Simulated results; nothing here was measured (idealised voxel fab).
process module | voxel wiring stack
cross-section cut | 280 nm wide | cells 5 nm
A cross-section is a grid of square cells, given in bands from the top down. A band is one or more rows of cells.
Each band's line starts with the height of the band's top and of its bottom, in nm. Then come its materials from left to right, each with its width in nm. One material with "throughout" fills the band from edge to edge. "air" is empty space.
Height 0 is the level under which the wafer as received is all one material. The lowest band goes on downwards, as in "0 down".
A width such as "30 to 40" changes by the same amount from each row of cells to the next, from the band's top row to its bottom row.
"no change" after a step means that no cell of the cross-section changed.
closed voids: empty space of 8 cells or more with no open way to the top, each as width x height at its distance from the left edge, in nm
after a step's settings: what the simulator itself notes on the step
overlay nm, on a step with a mask: how far to the right of its planned place the mask lay; to the left if negative
plan
1 op RECEIVE | material Si
2 op CONFORMAL_DEP | material SiO2 | thk nm 15
3 op CONFORMAL_DEP | material SiN | thk nm 5
4 op DIRECTIONAL_DEP | material lowk | thk nm 20
5 op DIRECTIONAL_DEP | material aC | thk nm 10
6 op PATTERN | tone open | mask id METAL_1 | material resist | width nm 25 | pitch nm 45 | thk nm 25 | overlay nm 0
7 op DIRECTIONAL_ETCH | etch materials aC | depth nm 10
8 op STRIP | etch materials resist
9 op DIRECTIONAL_ETCH | etch materials lowk | depth nm 20
10 op DIRECTIONAL_ETCH | etch materials SiN | depth nm 5
11 op STRIP | etch materials aC
12 op CONFORMAL_DEP | material TiN | thk nm 5
13 op FILL_DEP | material Ru | thk nm 5
14 op CMP | height nm 40
15 op CONFORMAL_DEP | material SiCN | thk nm 5
16 op DIRECTIONAL_DEP | material lowk | thk nm 10
17 op MASKED_ETCH | tone open | mask id PLUG_1 | width nm 15 | pitch nm 45 | etch materials lowk | depth nm 10 | overlay nm 0
18 op MASKED_ETCH | tone open | mask id PLUG_1 | width nm 15 | pitch nm 45 | etch materials SiCN | depth nm 5 | overlay nm 0
19 op EPI | material Ru | thk nm 10
20 op EPI | material Ru | thk nm 5
21 op CONFORMAL_DEP | material SiN | thk nm 5
22 op DIRECTIONAL_DEP | material SiO2 | thk nm 15
23 op PATTERN | tone open | mask id METAL_2 | material resist | width nm 25 | pitch nm 45 | thk nm 20 | overlay nm 0
24 op DIRECTIONAL_ETCH | etch materials SiO2 | depth nm 15
25 op DIRECTIONAL_ETCH | etch materials SiN | depth nm 5
26 op STRIP | etch materials resist
27 op CONFORMAL_DEP | material TiN | thk nm 5
28 op FILL_DEP | material Cu | thk nm 5
29 op CMP | height nm 75
30 op CONFORMAL_DEP | material SiN | thk nm 5
as received, after step 1
  0 down: Si throughout
  closed voids: none
a wafer at the end: this start, this plan, one mistake
  70 to 65: SiN throughout
  65 to 60: SiO2 80 | TiN 5 | Cu 15 | TiN 5 | SiO2 20 | TiN 5 | Cu 15 | TiN 5 | SiO2 20 | TiN 5 | Cu 15 | TiN 5 | SiO2 85
  60 to 55: SiN 80 | TiN 25 | SiN 20 | TiN 25 | SiN 20 | TiN 25 | SiN 85
  55 to 45: lowk 80 | Ru 15 | lowk 30 | Ru 15 | lowk 30 | Ru 15 | lowk 95
  45 to 40: SiCN 80 | Ru 15 | SiCN 30 | Ru 15 | SiCN 30 | Ru 15 | SiCN 95
  40 to 20: lowk 80 | TiN 5 | Ru 15 | TiN 5 | lowk 20 | TiN 5 | Ru 15 | TiN 5 | lowk 20 | TiN 5 | Ru 15 | TiN 5 | lowk 85
  20 to 15: SiN 80 | TiN 25 | SiN 20 | TiN 25 | SiN 20 | TiN 25 | SiN 85
  15 to 0: SiO2 throughout
  0 down: Si throughout
  closed voids: none
what went wrong: step 29 ran as: op CMP | height nm 65
